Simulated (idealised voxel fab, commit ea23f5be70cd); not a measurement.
process module | voxel quadruple lines
cross-section cut | 225 nm wide | cells 5 nm
A cross-section is a grid of square cells, given in bands from the top down. A band is one or more rows of cells.
Each band's line starts with the height of the band's top and of its bottom, in nm. Then come its materials from left to right, each with its width in nm. One material with "throughout" fills the band from edge to edge. "air" is empty space.
Height 0 is the level under which the wafer as received is all one material. The lowest band goes on downwards, as in "0 down".
A width such as "30 to 40" changes by the same amount from each row of cells to the next, from the band's top row to its bottom row.
"no change" after a step means that no cell of the cross-section changed.
closed voids: empty space of 8 cells or more with no open way to the top, each as width x height at its distance from the left edge, in nm
after a step's settings: what the simulator itself notes on the step
overlay nm, on a step with a mask: how far to the right of its planned place the mask lay; to the left if negative
plan
1 op RECEIVE | material Si
2 op CONFORMAL_DEP | material SiO2 | thk nm 5
3 op DIRECTIONAL_DEP | material W | thk nm 10
4 op DIRECTIONAL_DEP | material polySi | thk nm 15
5 op DIRECTIONAL_DEP | material aC | thk nm 20
6 op PATTERN | tone cover | mask id MANDREL | material resist | width nm 20 | thk nm 30 | overlay nm 0
7 op DIRECTIONAL_ETCH | etch materials aC | depth nm 20
8 op STRIP | etch materials resist
9 op CONFORMAL_DEP | material SiO2 | thk nm 10
10 op DIRECTIONAL_ETCH | etch materials SiO2 | depth nm 10
11 op STRIP | etch materials aC
12 op DIRECTIONAL_ETCH | etch materials polySi | depth nm 15
13 op STRIP | etch materials SiO2
14 op CONFORMAL_DEP | material SiCN | thk nm 5
15 op DIRECTIONAL_ETCH | etch materials SiCN | depth nm 5
16 op STRIP | etch materials polySi
17 op DIRECTIONAL_ETCH | etch materials W | depth nm 10
18 op STRIP | etch materials SiCN
19 op FILL_DEP | material SiO2 | thk nm 10
20 op CMP | height nm 15
first wafer, as planned
as received, after step 1
  0 down: Si throughout
  closed voids: none
after step 2
  5 to 0: SiO2 throughout
  below 0: unchanged
after step 3
  15 to 5: W throughout
  below 5: unchanged
after step 4
  30 to 15: polySi throughout
  below 15: unchanged
after step 5
  50 to 30: aC throughout
  below 30: unchanged
after step 6
  80 to 50: air 100 | resist 20 | air 105
  below 50: unchanged
after step 7
  60 to 50: air 100 | resist 20 | air 105
  50 to 30: air 100 | aC 20 | air 105
  below 30: unchanged
after step 8
  50 to 30: air 100 | aC 20 | air 105
  below 30: unchanged
after step 9
  60 to 50: air 90 | SiO2 40 | air 95
  50 to 40: air 90 | SiO2 10 | aC 20 | SiO2 10 | air 95
  40 to 30: SiO2 100 | aC 20 | SiO2 105
  below 30: unchanged
after step 10
  50 to 30: air 90 | SiO2 10 | aC 20 | SiO2 10 | air 95
  below 30: unchanged
after step 11
  50 to 30: air 90 | SiO2 10 | air 20 | SiO2 10 | air 95
  below 30: unchanged
after step 12
  50 to 30: air 90 | SiO2 10 | air 20 | SiO2 10 | air 95
  30 to 15: air 90 | polySi 10 | air 20 | polySi 10 | air 95
  below 15: unchanged
after step 13
  30 to 15: air 90 | polySi 10 | air 20 | polySi 10 | air 95
  below 15: unchanged
after step 14
  35 to 30: air 85 | SiCN 20 | air 10 | SiCN 20 | air 90
  30 to 20: air 85 | SiCN 5 | polySi 10 | SiCN 5 | air 10 | SiCN 5 | polySi 10 | SiCN 5 | air 90
  20 to 15: SiCN 90 | polySi 10 | SiCN 20 | polySi 10 | SiCN 95
  below 15: unchanged
after step 15
  30 to 15: air 85 | SiCN 5 | polySi 10 | SiCN 5 | air 10 | SiCN 5 | polySi 10 | SiCN 5 | air 90
  below 15: unchanged
after step 16
  30 to 15: air 85 | SiCN 5 | air 10 | SiCN 5 | air 10 | SiCN 5 | air 10 | SiCN 5 | air 90
  below 15: unchanged
after step 17
  30 to 15: air 85 | SiCN 5 | air 10 | SiCN 5 | air 10 | SiCN 5 | air 10 | SiCN 5 | air 90
  15 to 5: air 85 | W 5 | air 10 | W 5 | air 10 | W 5 | air 10 | W 5 | air 90
  below 5: unchanged
after step 18
  15 to 5: air 85 | W 5 | air 10 | W 5 | air 10 | W 5 | air 10 | W 5 | air 90
  below 5: unchanged
after step 19
  25 to 15: SiO2 throughout
  15 to 5: SiO2 85 | W 5 | SiO2 10 | W 5 | SiO2 10 | W 5 | SiO2 10 | W 5 | SiO2 90
  below 5: unchanged
after step 20
  15 to 5: SiO2 85 | W 5 | SiO2 10 | W 5 | SiO2 10 | W 5 | SiO2 10 | W 5 | SiO2 90
  below 5: unchanged
second wafer: like start, like plan, one mistake. Through step 18 it matches the first wafer
when step 19 should have ended
  25 to 15: aC throughout
  15 to 5: aC 85 | W 5 | aC 10 | W 5 | aC 10 | W 5 | aC 10 | W 5 | aC 90
  below 5: unchanged
when step 20 should have ended
  15 to 5: aC 85 | W 5 | aC 10 | W 5 | aC 10 | W 5 | aC 10 | W 5 | aC 90
  below 5: unchanged
what went wrong: step 19 ran as: op FILL_DEP | material aC | thk nm 10
at the end the second wafer has, in cells: 82 fewer of SiO2 | 82 more of aC
